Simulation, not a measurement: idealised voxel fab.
process module | voxel transistor to metal
cross-section cut | 185 nm wide | cells 5 nm
A cross-section is a grid of square cells, given in bands from the top down. A band is one or more rows of cells.
Each band's line starts with the height of the band's top and of its bottom, in nm. Then come its materials from left to right, each with its width in nm. One material with "throughout" fills the band from edge to edge. "air" is empty space.
Height 0 is the level under which the wafer as received is all one material. The lowest band goes on downwards, as in "0 down".
A width such as "30 to 40" changes by the same amount from each row of cells to the next, from the band's top row to its bottom row.
"no change" after a step means that no cell of the cross-section changed.
closed voids: empty space of 8 cells or more with no open way to the top, each as width x height at its distance from the left edge, in nm
after a step's settings: what the simulator itself notes on the step
overlay nm, on a step with a mask: how far to the right of its planned place the mask lay; to the left if negative
plan
1 op RECEIVE | material Si
2 op OXIDIZE | depth nm 5
3 op CONFORMAL_DEP | material SiN | thk nm 10
4 op DIRECTIONAL_DEP | material aC | thk nm 10
5 op PATTERN | tone cover | mask id ACTIVE | material resist | width nm 105 | thk nm 25 | overlay nm 0
6 op DIRECTIONAL_ETCH | etch materials aC | depth nm 10
7 op STRIP | etch materials resist
8 op DIRECTIONAL_ETCH | etch materials SiN | depth nm 10
9 op DIRECTIONAL_ETCH | etch materials SiO2 | depth nm 5
10 op DIRECTIONAL_ETCH | etch materials Si | depth nm 35
11 op STRIP | etch materials aC
12 op OXIDIZE | depth nm 5
13 op FILL_DEP | material SiO2 | thk nm 5
14 op CMP | height nm 10
15 op SELECTIVE_ETCH | etch materials SiO2 | depth nm 5
16 op STRIP | etch materials SiN
17 op SELECTIVE_ETCH | etch materials SiO2 | depth nm 5
18 op OXIDIZE | depth nm 5
19 op DIRECTIONAL_DEP | material polySi | thk nm 30
20 op DIRECTIONAL_DEP | material SiCN | thk nm 10
21 op PATTERN | tone cover | mask id GATE | material resist | width nm 25 | thk nm 20 | overlay nm 0
22 op DIRECTIONAL_ETCH | etch materials SiCN | depth nm 20
23 op DIRECTIONAL_ETCH | etch materials polySi | depth nm 40
24 op STRIP | etch materials resist
25 op CONFORMAL_DEP | material SiO2 | thk nm 5
26 op DIRECTIONAL_ETCH | etch materials SiO2 | depth nm 5
27 op CONFORMAL_DEP | material SiN | thk nm 5
28 op DIRECTIONAL_ETCH | etch materials SiN | depth nm 5
29 op DIRECTIONAL_ETCH | etch materials SiO2 | depth nm 5
30 op DIRECTIONAL_ETCH | etch materials Si | depth nm 10
31 op EPI | material nSi | thk nm 10
32 op FILL_DEP | material SiO2 | thk nm 10
33 op CMP | height nm 35
34 op DIRECTIONAL_DEP | material SiO2 | thk nm 15
35 op PATTERN | tone open | mask id CONTACT | material resist | width nm 20 | pitch nm 75 | thk nm 15 | overlay nm 0
36 op DIRECTIONAL_ETCH | etch materials SiO2 | depth nm 60
37 op STRIP | etch materials resist
38 op CONFORMAL_DEP | material TiN | thk nm 5
39 op FILL_DEP | material Ru | thk nm 5
40 op CMP | height nm 50
41 op DIRECTIONAL_DEP | material TiN | thk nm 5
42 op DIRECTIONAL_DEP | material W | thk nm 15
43 op DIRECTIONAL_DEP | material aC | thk nm 15
44 op PATTERN | tone cover | mask id METAL_1 | material resist | width nm 20 | pitch nm 75 | thk nm 35 | overlay nm 0
45 op DIRECTIONAL_ETCH | etch materials aC | depth nm 15
46 op STRIP | etch materials resist
47 op DIRECTIONAL_ETCH | etch materials W | depth nm 15
48 op DIRECTIONAL_ETCH | etch materials TiN | depth nm 5
49 op STRIP | etch materials aC
50 op CONFORMAL_DEP | material SiN | thk nm 5
51 op FILL_DEP | material lowk | thk nm 10
52 op CMP | height nm 70
53 op CONFORMAL_DEP | material SiCN | thk nm 5
54 op DIRECTIONAL_DEP | material SiO2 | thk nm 35
55 op MASKED_ETCH | tone open | mask id METAL_2 | width nm 20 | pitch nm 75 | etch materials SiO2 | depth nm 20 | overlay nm 0
56 op MASKED_ETCH | tone open | mask id METAL_2_HOLES | width nm 15 | pitch nm 75 | etch materials SiO2 | depth nm 15 | overlay nm 0
57 op MASKED_ETCH | tone open | mask id METAL_2_HOLES | width nm 15 | pitch nm 75 | etch materials SiCN | depth nm 5 | overlay nm 0
58 op CONFORMAL_DEP | material TiN | thk nm 5
59 op FILL_DEP | material Ru | thk nm 5
60 op CMP | height nm 110
61 op CONFORMAL_DEP | material SiN | thk nm 5
first wafer, as planned
as received, after step 1
  0 down: Si throughout
  closed voids: none
after step 2
  0 to -5: SiO2 throughout
  below -5: unchanged
after step 3
  10 to 0: SiN throughout
  below 0: unchanged
after step 4
  20 to 10: aC throughout
  below 10: unchanged
after step 5
  45 to 20: air 40 | resist 105 | air 40
  below 20: unchanged
after step 6
  35 to 20: air 40 | resist 105 | air 40
  20 to 10: air 40 | aC 105 | air 40
  below 10: unchanged
after step 7
  20 to 10: air 40 | aC 105 | air 40
  below 10: unchanged
after step 8
  20 to 10: air 40 | aC 105 | air 40
  10 to 0: air 40 | SiN 105 | air 40
  below 0: unchanged
after step 9
  20 to 10: air 40 | aC 105 | air 40
  10 to 0: air 40 | SiN 105 | air 40
  0 to -5: air 40 | SiO2 105 | air 40
  below -5: unchanged
after step 10
  20 to 10: air 40 | aC 105 | air 40
  10 to 0: air 40 | SiN 105 | air 40
  0 to -5: air 40 | SiO2 105 | air 40
  -5 to -40: air 40 | Si 105 | air 40
  below -40: unchanged
after step 11
  10 to 0: air 40 | SiN 105 | air 40
  below 0: unchanged
after step 12
  10 to 0: air 40 | SiN 105 | air 40
  0 to -5: air 40 | SiO2 105 | air 40
  -5 to -40: air 40 | SiO2 5 | Si 95 | SiO2 5 | air 40
  -40 to -45: SiO2 45 | Si 95 | SiO2 45
  below -45: unchanged
after step 13
  15 to 10: SiO2 throughout
  10 to 0: SiO2 40 | SiN 105 | SiO2 40
  0 to -5: SiO2 throughout
  -5 to -45: SiO2 45 | Si 95 | SiO2 45
  below -45: unchanged
after step 14
  10 to 0: SiO2 40 | SiN 105 | SiO2 40
  below 0: unchanged
after step 15
  10 to 5: air 40 | SiN 105 | air 40
  below 5: unchanged
after step 16
  5 to 0: SiO2 40 | air 105 | SiO2 40
  below 0: unchanged
after step 17
  0 to -5: SiO2 35 | air 115 | SiO2 35
  below -5: unchanged
after step 18
  0 to -5: SiO2 35 | air 115 | SiO2 35
  -5 to -10: SiO2 throughout
  below -10: unchanged
after step 19
  30 to 25: polySi 35 | air 115 | polySi 35
  25 to 0: polySi throughout
  0 to -5: SiO2 35 | polySi 115 | SiO2 35
  below -5: unchanged
after step 20
  40 to 35: SiCN 35 | air 115 | SiCN 35
  35 to 30: SiCN throughout
  30 to 25: polySi 35 | SiCN 115 | polySi 35
  below 25: unchanged
after step 21
  60 to 40: air 80 | resist 25 | air 80
  40 to 35: SiCN 35 | air 45 | resist 25 | air 45 | SiCN 35
  below 35: unchanged
after step 22
  60 to 35: air 80 | resist 25 | air 80
  35 to 30: air 80 | SiCN 25 | air 80
  30 to 25: polySi 35 | air 45 | SiCN 25 | air 45 | polySi 35
  below 25: unchanged
after step 23
  60 to 35: air 80 | resist 25 | air 80
  35 to 25: air 80 | SiCN 25 | air 80
  25 to 0: air 80 | polySi 25 | air 80
  0 to -5: SiO2 35 | air 45 | polySi 25 | air 45 | SiO2 35
  below -5: unchanged
after step 24
  35 to 25: air 80 | SiCN 25 | air 80
  below 25: unchanged
after step 25
  40 to 35: air 75 | SiO2 35 | air 75
  35 to 25: air 75 | SiO2 5 | SiCN 25 | SiO2 5 | air 75
  25 to 5: air 75 | SiO2 5 | polySi 25 | SiO2 5 | air 75
  5 to 0: SiO2 40 | air 35 | SiO2 5 | polySi 25 | SiO2 5 | air 35 | SiO2 40
  0 to -5: SiO2 80 | polySi 25 | SiO2 80
  below -5: unchanged
after step 26
  35 to 25: air 75 | SiO2 5 | SiCN 25 | SiO2 5 | air 75
  25 to 0: air 75 | SiO2 5 | polySi 25 | SiO2 5 | air 75
  0 to -5: SiO2 40 | air 35 | SiO2 5 | polySi 25 | SiO2 5 | air 35 | SiO2 40
  below -5: unchanged
after step 27
  40 to 35: air 70 | SiN 45 | air 70
  35 to 25: air 70 | SiN 5 | SiO2 5 | SiCN 25 | SiO2 5 | SiN 5 | air 70
  25 to 5: air 70 | SiN 5 | SiO2 5 | polySi 25 | SiO2 5 | SiN 5 | air 70
  5 to 0: SiN 45 | air 25 | SiN 5 | SiO2 5 | polySi 25 | SiO2 5 | SiN 5 | air 25 | SiN 45
  0 to -5: SiO2 40 | SiN 35 | SiO2 5 | polySi 25 | SiO2 5 | SiN 35 | SiO2 40
  below -5: unchanged
after step 28
  35 to 25: air 70 | SiN 5 | SiO2 5 | SiCN 25 | SiO2 5 | SiN 5 | air 70
  25 to 0: air 70 | SiN 5 | SiO2 5 | polySi 25 | SiO2 5 | SiN 5 | air 70
  0 to -5: SiO2 40 | SiN 5 | air 25 | SiN 5 | SiO2 5 | polySi 25 | SiO2 5 | SiN 5 | air 25 | SiN 5 | SiO2 40
  below -5: unchanged
after step 29
  35 to 30: air 70 | SiN 5 | air 5 | SiCN 25 | air 5 | SiN 5 | air 70
  30 to 25: air 70 | SiN 5 | SiO2 5 | SiCN 25 | SiO2 5 | SiN 5 | air 70
  25 to 0: air 70 | SiN 5 | SiO2 5 | polySi 25 | SiO2 5 | SiN 5 | air 70
  0 to -5: air 40 | SiN 5 | air 25 | SiN 5 | SiO2 5 | polySi 25 | SiO2 5 | SiN 5 | air 25 | SiN 5 | air 40
  -5 to -10: SiO2 45 | air 25 | SiO2 45 | air 25 | SiO2 45
  below -10: unchanged
after step 30
  35 to 30: air 70 | SiN 5 | air 5 | SiCN 25 | air 5 | SiN 5 | air 70
  30 to 25: air 70 | SiN 5 | SiO2 5 | SiCN 25 | SiO2 5 | SiN 5 | air 70
  25 to 0: air 70 | SiN 5 | SiO2 5 | polySi 25 | SiO2 5 | SiN 5 | air 70
  0 to -5: air 40 | SiN 5 | air 25 | SiN 5 | SiO2 5 | polySi 25 | SiO2 5 | SiN 5 | air 25 | SiN 5 | air 40
  -5 to -10: SiO2 45 | air 25 | SiO2 45 | air 25 | SiO2 45
  -10 to -20: SiO2 45 | air 25 | Si 45 | air 25 | SiO2 45
  below -20: unchanged
after step 31
  35 to 30: air 70 | SiN 5 | air 5 | SiCN 25 | air 5 | SiN 5 | air 70
  30 to 25: air 70 | SiN 5 | SiO2 5 | SiCN 25 | SiO2 5 | SiN 5 | air 70
  25 to 0: air 70 | SiN 5 | SiO2 5 | polySi 25 | SiO2 5 | SiN 5 | air 70
  0 to -5: air 40 | SiN 5 | air 15 | nSi 10 | SiN 5 | SiO2 5 | polySi 25 | SiO2 5 | SiN 5 | nSi 10 | air 15 | SiN 5 | air 40
  -5 to -10: SiO2 45 | air 15 | nSi 10 | SiO2 45 | nSi 10 | air 15 | SiO2 45
  -10 to -20: SiO2 45 | nSi 25 | Si 45 | nSi 25 | SiO2 45
  below -20: unchanged
after step 32
  45 to 35: SiO2 throughout
  35 to 25: SiO2 70 | SiN 5 | SiO2 5 | SiCN 25 | SiO2 5 | SiN 5 | SiO2 70
  25 to 0: SiO2 70 | SiN 5 | SiO2 5 | polySi 25 | SiO2 5 | SiN 5 | SiO2 70
  0 to -5: SiO2 40 | SiN 5 | SiO2 15 | nSi 10 | SiN 5 | SiO2 5 | polySi 25 | SiO2 5 | SiN 5 | nSi 10 | SiO2 15 | SiN 5 | SiO2 40
  -5 to -10: SiO2 60 | nSi 10 | SiO2 45 | nSi 10 | SiO2 60
  below -10: unchanged
after step 33
  35 to 25: SiO2 70 | SiN 5 | SiO2 5 | SiCN 25 | SiO2 5 | SiN 5 | SiO2 70
  below 25: unchanged
after step 34
  50 to 35: SiO2 throughout
  below 35: unchanged
after step 35
  65 to 50: resist 45 | air 20 | resist 55 | air 20 | resist 45
  below 50: unchanged
after step 36
  65 to 50: resist 45 | air 20 | resist 55 | air 20 | resist 45
  50 to 35: SiO2 45 | air 20 | SiO2 55 | air 20 | SiO2 45
  35 to 25: SiO2 45 | air 20 | SiO2 5 | SiN 5 | SiO2 5 | SiCN 25 | SiO2 5 | SiN 5 | SiO2 5 | air 20 | SiO2 45
  25 to 0: SiO2 45 | air 20 | SiO2 5 | SiN 5 | SiO2 5 | polySi 25 | SiO2 5 | SiN 5 | SiO2 5 | air 20 | SiO2 45
  0 to -5: SiO2 40 | SiN 5 | air 15 | nSi 10 | SiN 5 | SiO2 5 | polySi 25 | SiO2 5 | SiN 5 | nSi 10 | air 15 | SiN 5 | SiO2 40
  -5 to -10: SiO2 45 | air 15 | nSi 10 | SiO2 45 | nSi 10 | air 15 | SiO2 45
  below -10: unchanged
after step 37
  50 to 35: SiO2 45 | air 20 | SiO2 55 | air 20 | SiO2 45
  below 35: unchanged
after step 38
  55 to 50: TiN 50 | air 10 | TiN 65 | air 10 | TiN 50
  50 to 35: SiO2 45 | TiN 5 | air 10 | TiN 5 | SiO2 55 | TiN 5 | air 10 | TiN 5 | SiO2 45
  35 to 25: SiO2 45 | TiN 5 | air 10 | TiN 5 | SiO2 5 | SiN 5 | SiO2 5 | SiCN 25 | SiO2 5 | SiN 5 | SiO2 5 | TiN 5 | air 10 | TiN 5 | SiO2 45
  25 to 5: SiO2 45 | TiN 5 | air 10 | TiN 5 | SiO2 5 | SiN 5 | SiO2 5 | polySi 25 | SiO2 5 | SiN 5 | SiO2 5 | TiN 5 | air 10 | TiN 5 | SiO2 45
  5 to 0: SiO2 45 | TiN 5 | air 5 | TiN 10 | SiO2 5 | SiN 5 | SiO2 5 | polySi 25 | SiO2 5 | SiN 5 | SiO2 5 | TiN 10 | air 5 | TiN 5 | SiO2 45
  0 to -5: SiO2 40 | SiN 5 | TiN 5 | air 5 | TiN 5 | nSi 10 | SiN 5 | SiO2 5 | polySi 25 | SiO2 5 | SiN 5 | nSi 10 | TiN 5 | air 5 | TiN 5 | SiN 5 | SiO2 40
  -5 to -10: SiO2 45 | TiN 15 | nSi 10 | SiO2 45 | nSi 10 | TiN 15 | SiO2 45
  below -10: unchanged
after step 39
  60 to 55: Ru throughout
  55 to 50: TiN 50 | Ru 10 | TiN 65 | Ru 10 | TiN 50
  50 to 35: SiO2 45 | TiN 5 | Ru 10 | TiN 5 | SiO2 55 | TiN 5 | Ru 10 | TiN 5 | SiO2 45
  35 to 25: SiO2 45 | TiN 5 | Ru 10 | TiN 5 | SiO2 5 | SiN 5 | SiO2 5 | SiCN 25 | SiO2 5 | SiN 5 | SiO2 5 | TiN 5 | Ru 10 | TiN 5 | SiO2 45
  25 to 5: SiO2 45 | TiN 5 | Ru 10 | TiN 5 | SiO2 5 | SiN 5 | SiO2 5 | polySi 25 | SiO2 5 | SiN 5 | SiO2 5 | TiN 5 | Ru 10 | TiN 5 | SiO2 45
  5 to 0: SiO2 45 | TiN 5 | Ru 5 | TiN 10 | SiO2 5 | SiN 5 | SiO2 5 | polySi 25 | SiO2 5 | SiN 5 | SiO2 5 | TiN 10 | Ru 5 | TiN 5 | SiO2 45
  0 to -5: SiO2 40 | SiN 5 | TiN 5 | Ru 5 | TiN 5 | nSi 10 | SiN 5 | SiO2 5 | polySi 25 | SiO2 5 | SiN 5 | nSi 10 | TiN 5 | Ru 5 | TiN 5 | SiN 5 | SiO2 40
  below -5: unchanged
after step 40
  50 to 35: SiO2 45 | TiN 5 | Ru 10 | TiN 5 | SiO2 55 | TiN 5 | Ru 10 | TiN 5 | SiO2 45
  below 35: unchanged
after step 41
  55 to 50: TiN throughout
  below 50: unchanged
after step 42
  70 to 55: W throughout
  below 55: unchanged
after step 43
  85 to 70: aC throughout
  below 70: unchanged
after step 44
  120 to 85: air 45 | resist 20 | air 55 | resist 20 | air 45
  below 85: unchanged
after step 45
  105 to 85: air 45 | resist 20 | air 55 | resist 20 | air 45
  85 to 70: air 45 | aC 20 | air 55 | aC 20 | air 45
  below 70: unchanged
after step 46
  85 to 70: air 45 | aC 20 | air 55 | aC 20 | air 45
  below 70: unchanged
after step 47
  85 to 70: air 45 | aC 20 | air 55 | aC 20 | air 45
  70 to 55: air 45 | W 20 | air 55 | W 20 | air 45
  below 55: unchanged
after step 48
  85 to 70: air 45 | aC 20 | air 55 | aC 20 | air 45
  70 to 55: air 45 | W 20 | air 55 | W 20 | air 45
  55 to 50: air 45 | TiN 20 | air 55 | TiN 20 | air 45
  below 50: unchanged
after step 49
  70 to 55: air 45 | W 20 | air 55 | W 20 | air 45
  below 55: unchanged
after step 50
  75 to 70: air 40 | SiN 30 | air 45 | SiN 30 | air 40
  70 to 55: air 40 | SiN 5 | W 20 | SiN 5 | air 45 | SiN 5 | W 20 | SiN 5 | air 40
  55 to 50: SiN 45 | TiN 20 | SiN 55 | TiN 20 | SiN 45
  below 50: unchanged
after step 51
  85 to 75: lowk throughout
  75 to 70: lowk 40 | SiN 30 | lowk 45 | SiN 30 | lowk 40
  70 to 55: lowk 40 | SiN 5 | W 20 | SiN 5 | lowk 45 | SiN 5 | W 20 | SiN 5 | lowk 40
  below 55: unchanged
after step 52
  70 to 55: lowk 40 | SiN 5 | W 20 | SiN 5 | lowk 45 | SiN 5 | W 20 | SiN 5 | lowk 40
  below 55: unchanged
after step 53
  75 to 70: SiCN throughout
  below 70: unchanged
after step 54
  110 to 75: SiO2 throughout
  below 75: unchanged
after step 55
  110 to 90: SiO2 45 | air 20 | SiO2 55 | air 20 | SiO2 45
  below 90: unchanged
after step 56
  110 to 90: SiO2 45 | air 20 | SiO2 55 | air 20 | SiO2 45
  90 to 75: SiO2 45 | air 15 | SiO2 60 | air 15 | SiO2 50
  below 75: unchanged
after step 57
  110 to 90: SiO2 45 | air 20 | SiO2 55 | air 20 | SiO2 45
  90 to 75: SiO2 45 | air 15 | SiO2 60 | air 15 | SiO2 50
  75 to 70: SiCN 45 | air 15 | SiCN 60 | air 15 | SiCN 50
  below 70: unchanged
after step 58
  115 to 110: TiN 50 | air 10 | TiN 65 | air 10 | TiN 50
  110 to 95: SiO2 45 | TiN 5 | air 10 | TiN 5 | SiO2 55 | TiN 5 | air 10 | TiN 5 | SiO2 45
  95 to 90: SiO2 45 | TiN 5 | air 5 | TiN 10 | SiO2 55 | TiN 5 | air 5 | TiN 10 | SiO2 45
  90 to 75: SiO2 45 | TiN 5 | air 5 | TiN 5 | SiO2 60 | TiN 5 | air 5 | TiN 5 | SiO2 50
  75 to 70: SiCN 45 | TiN 15 | SiCN 60 | TiN 15 | SiCN 50
  below 70: unchanged
after step 59
  120 to 115: Ru throughout
  115 to 110: TiN 50 | Ru 10 | TiN 65 | Ru 10 | TiN 50
  110 to 95: SiO2 45 | TiN 5 | Ru 10 | TiN 5 | SiO2 55 | TiN 5 | Ru 10 | TiN 5 | SiO2 45
  95 to 90: SiO2 45 | TiN 5 | Ru 5 | TiN 10 | SiO2 55 | TiN 5 | Ru 5 | TiN 10 | SiO2 45
  90 to 75: SiO2 45 | TiN 5 | Ru 5 | TiN 5 | SiO2 60 | TiN 5 | Ru 5 | TiN 5 | SiO2 50
  below 75: unchanged
after step 60
  110 to 95: SiO2 45 | TiN 5 | Ru 10 | TiN 5 | SiO2 55 | TiN 5 | Ru 10 | TiN 5 | SiO2 45
  below 95: unchanged
after step 61
  115 to 110: SiN throughout
  below 110: unchanged
second wafer: like start, like plan, one mistake. Through step 34 it matches the first wafer
when step 35 should have ended
  65 to 50: resist 40 | air 20 | resist 55 | air 20 | resist 50
  below 50: unchanged
when step 36 should have ended
  65 to 50: resist 40 | air 20 | resist 55 | air 20 | resist 50
  50 to 35: SiO2 40 | air 20 | SiO2 55 | air 20 | SiO2 50
  35 to 25: SiO2 40 | air 20 | SiO2 10 | SiN 5 | SiO2 5 | SiCN 25 | SiO2 5 | SiN 5 | air 20 | SiO2 50
  25 to 0: SiO2 40 | air 20 | SiO2 10 | SiN 5 | SiO2 5 | polySi 25 | SiO2 5 | SiN 5 | air 20 | SiO2 50
  0 to -5: SiO2 40 | SiN 5 | air 15 | nSi 10 | SiN 5 | SiO2 5 | polySi 25 | SiO2 5 | SiN 5 | nSi 10 | air 10 | SiO2 5 | SiN 5 | SiO2 40
  -5 to -10: SiO2 45 | air 15 | nSi 10 | SiO2 45 | nSi 10 | air 10 | SiO2 50
  below -10: unchanged
when step 37 should have ended
  50 to 35: SiO2 40 | air 20 | SiO2 55 | air 20 | SiO2 50
  below 35: unchanged
when step 38 should have ended
  55 to 50: TiN 45 | air 10 | TiN 65 | air 10 | TiN 55
  50 to 35: SiO2 40 | TiN 5 | air 10 | TiN 5 | SiO2 55 | TiN 5 | air 10 | TiN 5 | SiO2 50
  35 to 25: SiO2 40 | TiN 5 | air 10 | TiN 5 | SiO2 10 | SiN 5 | SiO2 5 | SiCN 25 | SiO2 5 | SiN 5 | TiN 5 | air 10 | TiN 5 | SiO2 50
  25 to 5: SiO2 40 | TiN 5 | air 10 | TiN 5 | SiO2 10 | SiN 5 | SiO2 5 | polySi 25 | SiO2 5 | SiN 5 | TiN 5 | air 10 | TiN 5 | SiO2 50
  5 to 0: SiO2 40 | TiN 10 | air 5 | TiN 5 | SiO2 10 | SiN 5 | SiO2 5 | polySi 25 | SiO2 5 | SiN 5 | TiN 20 | SiO2 50
  0 to -5: SiO2 40 | SiN 5 | TiN 5 | air 5 | TiN 5 | nSi 10 | SiN 5 | SiO2 5 | polySi 25 | SiO2 5 | SiN 5 | nSi 10 | TiN 10 | SiO2 5 | SiN 5 | SiO2 40
  -5 to -10: SiO2 45 | TiN 15 | nSi 10 | SiO2 45 | nSi 10 | TiN 10 | SiO2 50
  below -10: unchanged
when step 39 should have ended
  60 to 55: Ru throughout
  55 to 50: TiN 45 | Ru 10 | TiN 65 | Ru 10 | TiN 55
  50 to 35: SiO2 40 | TiN 5 | Ru 10 | TiN 5 | SiO2 55 | TiN 5 | Ru 10 | TiN 5 | SiO2 50
  35 to 25: SiO2 40 | TiN 5 | Ru 10 | TiN 5 | SiO2 10 | SiN 5 | SiO2 5 | SiCN 25 | SiO2 5 | SiN 5 | TiN 5 | Ru 10 | TiN 5 | SiO2 50
  25 to 5: SiO2 40 | TiN 5 | Ru 10 | TiN 5 | SiO2 10 | SiN 5 | SiO2 5 | polySi 25 | SiO2 5 | SiN 5 | TiN 5 | Ru 10 | TiN 5 | SiO2 50
  5 to 0: SiO2 40 | TiN 10 | Ru 5 | TiN 5 | SiO2 10 | SiN 5 | SiO2 5 | polySi 25 | SiO2 5 | SiN 5 | TiN 20 | SiO2 50
  0 to -5: SiO2 40 | SiN 5 | TiN 5 | Ru 5 | TiN 5 | nSi 10 | SiN 5 | SiO2 5 | polySi 25 | SiO2 5 | SiN 5 | nSi 10 | TiN 10 | SiO2 5 | SiN 5 | SiO2 40
  below -5: unchanged
when step 40 should have ended
  50 to 35: SiO2 40 | TiN 5 | Ru 10 | TiN 5 | SiO2 55 | TiN 5 | Ru 10 | TiN 5 | SiO2 50
  below 35: unchanged
when step 41 should have ended
  55 to 50: TiN throughout
  below 50: unchanged
when step 42 should have ended
  70 to 55: W throughout
  below 55: unchanged
when step 43 should have ended
  85 to 70: aC throughout
  below 70: unchanged
when step 44 should have ended
  120 to 85: air 45 | resist 20 | air 55 | resist 20 | air 45
  below 85: unchanged
when step 45 should have ended
  105 to 85: air 45 | resist 20 | air 55 | resist 20 | air 45
  85 to 70: air 45 | aC 20 | air 55 | aC 20 | air 45
  below 70: unchanged
when step 46 should have ended
  85 to 70: air 45 | aC 20 | air 55 | aC 20 | air 45
  below 70: unchanged
when step 47 should have ended
  85 to 70: air 45 | aC 20 | air 55 | aC 20 | air 45
  70 to 55: air 45 | W 20 | air 55 | W 20 | air 45
  below 55: unchanged
when step 48 should have ended
  85 to 70: air 45 | aC 20 | air 55 | aC 20 | air 45
  70 to 55: air 45 | W 20 | air 55 | W 20 | air 45
  55 to 50: air 45 | TiN 20 | air 55 | TiN 20 | air 45
  below 50: unchanged
when step 49 should have ended
  70 to 55: air 45 | W 20 | air 55 | W 20 | air 45
  below 55: unchanged
when step 50 should have ended
  75 to 70: air 40 | SiN 30 | air 45 | SiN 30 | air 40
  70 to 55: air 40 | SiN 5 | W 20 | SiN 5 | air 45 | SiN 5 | W 20 | SiN 5 | air 40
  55 to 50: SiN 45 | TiN 20 | SiN 55 | TiN 20 | SiN 45
  below 50: unchanged
when step 51 should have ended
  85 to 75: lowk throughout
  75 to 70: lowk 40 | SiN 30 | lowk 45 | SiN 30 | lowk 40
  70 to 55: lowk 40 | SiN 5 | W 20 | SiN 5 | lowk 45 | SiN 5 | W 20 | SiN 5 | lowk 40
  below 55: unchanged
when step 52 should have ended
  70 to 55: lowk 40 | SiN 5 | W 20 | SiN 5 | lowk 45 | SiN 5 | W 20 | SiN 5 | lowk 40
  below 55: unchanged
when step 53 should have ended
  75 to 70: SiCN throughout
  below 70: unchanged
when step 54 should have ended
  110 to 75: SiO2 throughout
  below 75: unchanged
when step 55 should have ended
  110 to 90: SiO2 45 | air 20 | SiO2 55 | air 20 | SiO2 45
  below 90: unchanged
when step 56 should have ended
  110 to 90: SiO2 45 | air 20 | SiO2 55 | air 20 | SiO2 45
  90 to 75: SiO2 45 | air 15 | SiO2 60 | air 15 | SiO2 50
  below 75: unchanged
when step 57 should have ended
  110 to 90: SiO2 45 | air 20 | SiO2 55 | air 20 | SiO2 45
  90 to 75: SiO2 45 | air 15 | SiO2 60 | air 15 | SiO2 50
  75 to 70: SiCN 45 | air 15 | SiCN 60 | air 15 | SiCN 50
  below 70: unchanged
when step 58 should have ended
  115 to 110: TiN 50 | air 10 | TiN 65 | air 10 | TiN 50
  110 to 95: SiO2 45 | TiN 5 | air 10 | TiN 5 | SiO2 55 | TiN 5 | air 10 | TiN 5 | SiO2 45
  95 to 90: SiO2 45 | TiN 5 | air 5 | TiN 10 | SiO2 55 | TiN 5 | air 5 | TiN 10 | SiO2 45
  90 to 75: SiO2 45 | TiN 5 | air 5 | TiN 5 | SiO2 60 | TiN 5 | air 5 | TiN 5 | SiO2 50
  75 to 70: SiCN 45 | TiN 15 | SiCN 60 | TiN 15 | SiCN 50
  below 70: unchanged
when step 59 should have ended
  120 to 115: Ru throughout
  115 to 110: TiN 50 | Ru 10 | TiN 65 | Ru 10 | TiN 50
  110 to 95: SiO2 45 | TiN 5 | Ru 10 | TiN 5 | SiO2 55 | TiN 5 | Ru 10 | TiN 5 | SiO2 45
  95 to 90: SiO2 45 | TiN 5 | Ru 5 | TiN 10 | SiO2 55 | TiN 5 | Ru 5 | TiN 10 | SiO2 45
  90 to 75: SiO2 45 | TiN 5 | Ru 5 | TiN 5 | SiO2 60 | TiN 5 | Ru 5 | TiN 5 | SiO2 50
  below 75: unchanged
when step 60 should have ended
  110 to 95: SiO2 45 | TiN 5 | Ru 10 | TiN 5 | SiO2 55 | TiN 5 | Ru 10 | TiN 5 | SiO2 45
  below 95: unchanged
when step 61 should have ended
  115 to 110: SiN throughout
  below 110: unchanged
what went wrong: step 35 ran as: op PATTERN | tone open | mask id CONTACT | material resist | width nm 20 | pitch nm 75 | thk nm 15 | overlay nm -5
at the end the second wafer has, in cells: 2 fewer of Ru | 2 more of SiO2
